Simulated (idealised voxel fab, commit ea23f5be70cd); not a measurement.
The name of this process module is voxel spacer lines.
Shown is cross-section cut, with a width of 195 nm and square cells of size 5 nm.
A cross-section in this document is a grid of square cells, and it is written down as bands, the top band listed before the ones below it; a band is made up of one or more rows of cells.
This entry defines a band. It first specifies the height of the band's top and the height of its bottom in nm, and then specifies the band's materials from left to right, stating each material with its width in nm. The word "throughout" identifies a single material that fills the band from edge to edge, while the word "air" identifies empty space.
Measure heights from 0. That's the level where, below it, the as-received wafer is all one material. The lowest band is bottomless and extends downward; write it as in "0 and below".
Quick explanation for "30->40": the width changes in equal steps down the rows of cells, from the first number in the band's top row to the second number in its bottom row.
You'll sometimes find "remained unchanged" written for a step, and that's the way of saying that nowhere in the cross-section did a cell change during that step.
For the entry "Cavities, closed", the listed items are empty spaces with no open way to the top whose size is 8 cells or more; each item follows the pattern width x height at distance, where distance is from the left edge and all three are in nm.
That trailing text on a step's line, after the settings, is the simulator's own remark on the step.
overlay nm: step with mask; distance mask lay right of planned place; negative value = left of planned place.

Steps planned for the process
1. RECEIVE, material Si
2. CONFORMAL_DEP, material Al2O3, thk nm 5
3. DIRECTIONAL_DEP, material TiN, thk nm 15
4. DIRECTIONAL_DEP, material polySi, thk nm 30
5. PATTERN, tone cover, mask id MANDREL, material resist, width nm 15, pitch nm 70, thk nm 35, overlay nm 0
6. DIRECTIONAL_ETCH, etch materials polySi, depth nm 30
7. STRIP, etch materials resist
8. CONFORMAL_DEP, material SiO2, thk nm 15
9. DIRECTIONAL_ETCH, etch materials SiO2, depth nm 15
10. STRIP, etch materials polySi
11. DIRECTIONAL_ETCH, etch materials TiN, depth nm 15
12. STRIP, etch materials SiO2
Among the wafers covered here, the point of difference is the width nm at step 5; their starting state is shared, and the plan presents the value of the first wafer.

Cross-section: the first of several wafers in its as-received state, i.e. following step 1
> 0 and below: Si throughout
> Cavities, closed: none

End-of-module cross-section, first of several wafers, after last step 12
> 20 down to 5: air (5), then TiN (15), then air (15), then TiN (15), then air (25), then TiN (15), then air (15), then TiN (15), then air (25), then TiN (15), then air (15), then TiN (15), then air (5)
> 5 down to 0: Al2O3 throughout
> 0 and below: Si throughout
> Cavities, closed: none

End of module, last wafer sectioned
> 20 down to 5: TiN (15), then air (25), then TiN (15), then air (15), then TiN (15), then air (25), then TiN (15), then air (15), then TiN (15), then air (25), then TiN (15)
> 5 down to 0: Al2O3 throughout
> 0 and below: Si throughout
> Cavities, closed: none

Below is a per-wafer table. In it, each row describes the wafer at the end of the module by giving, for each material, the number of cells gained (+) or lost (-) since the wafer was received, and after that the closed voids of the wafer
width nm 15; +39 Al2O3; +54 TiN; Cavities, closed: none
width nm 20; +39 Al2O3; +54 TiN; Cavities, closed: none
width nm 25; +39 Al2O3; +54 TiN; Cavities, closed: none
